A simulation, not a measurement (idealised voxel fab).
process module | voxel tone inversion
cross-section cut | 150 nm wide | cells 5 nm
A cross-section is a grid of square cells, given in bands from the top down. A band is one or more rows of cells.
Each band's line starts with the height of the band's top and of its bottom, in nm. Then come its materials from left to right, each with its width in nm. One material with "throughout" fills the band from edge to edge. "air" is empty space.
Height 0 is the level under which the wafer as received is all one material. The lowest band goes on downwards, as in "0 down".
A width such as "30 to 40" changes by the same amount from each row of cells to the next, from the band's top row to its bottom row.
"no change" after a step means that no cell of the cross-section changed.
closed voids: empty space of 8 cells or more with no open way to the top, each as width x height at its distance from the left edge, in nm
after a step's settings: what the simulator itself notes on the step
overlay nm, on a step with a mask: how far to the right of its planned place the mask lay; to the left if negative
plan
1 op RECEIVE | material Si
2 op CONFORMAL_DEP | material SiN | thk nm 10
3 op DIRECTIONAL_DEP | material aC | thk nm 25
4 op PATTERN | tone cover | mask id POSTS | material resist | width nm 15 | pitch nm 45 | thk nm 30 | overlay nm 0
5 op DIRECTIONAL_ETCH | etch materials aC | depth nm 25
6 op STRIP | etch materials resist
7 op FILL_DEP | material SiO2 | thk nm 5
8 op CMP | height nm 35
9 op STRIP | etch materials aC
10 op CONFORMAL_DEP | material TiN | thk nm 5
11 op FILL_DEP | material W | thk nm 5
12 op CMP | height nm 35
13 op CONFORMAL_DEP | material SiCN | thk nm 5
as received, after step 1
  0 down: Si throughout
  closed voids: none
a wafer at the end: this start, this plan, one mistake
  40 to 35: SiCN throughout
  35 to 15: SiO2 15 | TiN 5 | W 5 | TiN 5 | SiO2 30 | TiN 5 | W 5 | TiN 5 | SiO2 30 | TiN 5 | W 5 | TiN 5 | SiO2 30
  15 to 10: SiO2 15 | TiN 15 | SiO2 30 | TiN 15 | SiO2 30 | TiN 15 | SiO2 30
  10 to 0: SiN throughout
  0 down: Si throughout
  closed voids: none
what went wrong: step 4 ran as: op PATTERN | tone cover | mask id POSTS | material resist | width nm 15 | pitch nm 45 | thk nm 30 | overlay nm -5
